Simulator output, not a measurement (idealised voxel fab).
process module | voxel quadruple lines
cross-section cut | 195 nm wide | cells 5 nm
A cross-section is a grid of square cells, given in bands from the top down. A band is one or more rows of cells.
Each band's line starts with the height of the band's top and of its bottom, in nm. Then come its materials from left to right, each with its width in nm. One material with "throughout" fills the band from edge to edge. "air" is empty space.
Height 0 is the level under which the wafer as received is all one material. The lowest band goes on downwards, as in "0 down".
A width such as "30 to 40" changes by the same amount from each row of cells to the next, from the band's top row to its bottom row.
"no change" after a step means that no cell of the cross-section changed.
closed voids: empty space of 8 cells or more with no open way to the top, each as width x height at its distance from the left edge, in nm
after a step's settings: what the simulator itself notes on the step
overlay nm, on a step with a mask: how far to the right of its planned place the mask lay; to the left if negative
plan
1 op RECEIVE | material Si
2 op CONFORMAL_DEP | material Al2O3 | thk nm 5
3 op DIRECTIONAL_DEP | material W | thk nm 10
4 op DIRECTIONAL_DEP | material polySi | thk nm 15
5 op DIRECTIONAL_DEP | material aC | thk nm 25
6 op PATTERN | tone cover | mask id MANDREL | material resist | width nm 25 | thk nm 35 | overlay nm 0
7 op DIRECTIONAL_ETCH | etch materials aC | depth nm 25
8 op STRIP | etch materials resist
9 op CONFORMAL_DEP | material SiO2 | thk nm 15
10 op DIRECTIONAL_ETCH | etch materials SiO2 | depth nm 15
11 op STRIP | etch materials aC
12 op DIRECTIONAL_ETCH | etch materials polySi | depth nm 15
13 op STRIP | etch materials SiO2
14 op CONFORMAL_DEP | material SiCN | thk nm 5
15 op DIRECTIONAL_ETCH | etch materials SiCN | depth nm 5
16 op STRIP | etch materials polySi
17 op DIRECTIONAL_ETCH | etch materials W | depth nm 10
18 op STRIP | etch materials SiCN
19 op FILL_DEP | material SiO2 | thk nm 5
20 op CMP | height nm 15
as received, after step 1
  0 down: Si throughout
  closed voids: none
first wafer at the end, as planned
  15 to 5: SiO2 65 | W 5 | SiO2 15 | W 5 | SiO2 15 | W 5 | SiO2 15 | W 5 | SiO2 65
  5 to 0: Al2O3 throughout
  0 down: Si throughout
  closed voids: none
second wafer at the end: like start, like plan, one mistake
  15 to 5: SiO2 70 | W 15 | SiO2 25 | W 15 | SiO2 70
  5 to 0: Al2O3 throughout
  0 down: Si throughout
  closed voids: none
what went wrong: step 16 ran as: op STRIP | etch materials SiCN
at the end the second wafer has, in cells: 4 fewer of SiO2 | 4 more of W
